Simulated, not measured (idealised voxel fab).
process module | voxel self aligned contacts
cross-section cut | 265 nm wide | cells 5 nm
A cross-section is a grid of square cells, given in bands from the top down. A band is one or more rows of cells.
Each band's line starts with the height of the band's top and of its bottom, in nm. Then come its materials from left to right, each with its width in nm. One material with "throughout" fills the band from edge to edge. "air" is empty space.
Height 0 is the level under which the wafer as received is all one material. The lowest band goes on downwards, as in "0 down".
A width such as "30 to 40" changes by the same amount from each row of cells to the next, from the band's top row to its bottom row.
"no change" after a step means that no cell of the cross-section changed.
closed voids: empty space of 8 cells or more with no open way to the top, each as width x height at its distance from the left edge, in nm
after a step's settings: what the simulator itself notes on the step
overlay nm, on a step with a mask: how far to the right of its planned place the mask lay; to the left if negative
plan
1 op RECEIVE | material Si
2 op OXIDIZE | depth nm 5
3 op DIRECTIONAL_DEP | material polySi | thk nm 20
4 op DIRECTIONAL_DEP | material SiN | thk nm 20
5 op MASKED_ETCH | tone cover | mask id GATE | width nm 35 | pitch nm 60 | etch materials SiN | depth nm 20 | overlay nm 0
6 op MASKED_ETCH | tone cover | mask id GATE | width nm 35 | pitch nm 60 | etch materials polySi | depth nm 20 | overlay nm 0
7 op CONFORMAL_DEP | material SiN | thk nm 5
8 op DIRECTIONAL_ETCH | etch materials SiN | depth nm 5
9 op FILL_DEP | material SiO2 | thk nm 10
10 op CMP | height nm 45
11 op PATTERN | tone open | mask id CONTACT | material resist | width nm 45 | thk nm 20 | overlay nm 0
12 op DIRECTIONAL_ETCH | etch materials SiO2 | depth nm 50
13 op STRIP | etch materials resist
14 op CONFORMAL_DEP | material TiN | thk nm 5
15 op FILL_DEP | material W | thk nm 10
16 op CMP | height nm 45
17 op CONFORMAL_DEP | material SiN | thk nm 5
as received, after step 1
  0 down: Si throughout
  closed voids: none
first wafer at the end, as planned
  50 to 45: SiN throughout
  45 to 40: SiO2 110 | TiN 20 | W 5 | TiN 20 | SiO2 110
  40 to 20: SiO2 80 | SiN 45 | TiN 5 | W 5 | TiN 5 | SiN 45 | SiO2 80
  20 to 0: SiO2 80 | SiN 5 | polySi 35 | SiN 5 | TiN 5 | W 5 | TiN 5 | SiN 5 | polySi 35 | SiN 5 | SiO2 80
  0 to -5: SiO2 125 | TiN 15 | SiO2 125
  -5 down: Si throughout
  closed voids: none
second wafer at the end: like start, like plan, one mistake
  50 to 45: SiN throughout
  45 to 40: SiO2 80 | TiN 50 | W 5 | TiN 50 | SiO2 80
  40 to 20: SiO2 80 | TiN 5 | SiN 35 | TiN 10 | W 5 | TiN 10 | SiN 35 | TiN 5 | SiO2 80
  20 to 10: SiO2 80 | TiN 5 | polySi 35 | TiN 10 | W 5 | TiN 10 | polySi 35 | TiN 5 | SiO2 80
  10 to 5: SiO2 80 | TiN 5 | polySi 35 | TiN 25 | polySi 35 | TiN 5 | SiO2 80
  5 to 0: TiN 85 | polySi 35 | TiN 25 | polySi 35 | TiN 85
  0 to -5: SiO2 throughout
  -5 down: Si throughout
  closed voids: none
what went wrong: step 7 ran as: op CONFORMAL_DEP | material TiN | thk nm 5
at the end the second wafer has, in cells: 32 fewer of SiN | 41 fewer of SiO2 | 75 more of TiN | 2 fewer of W
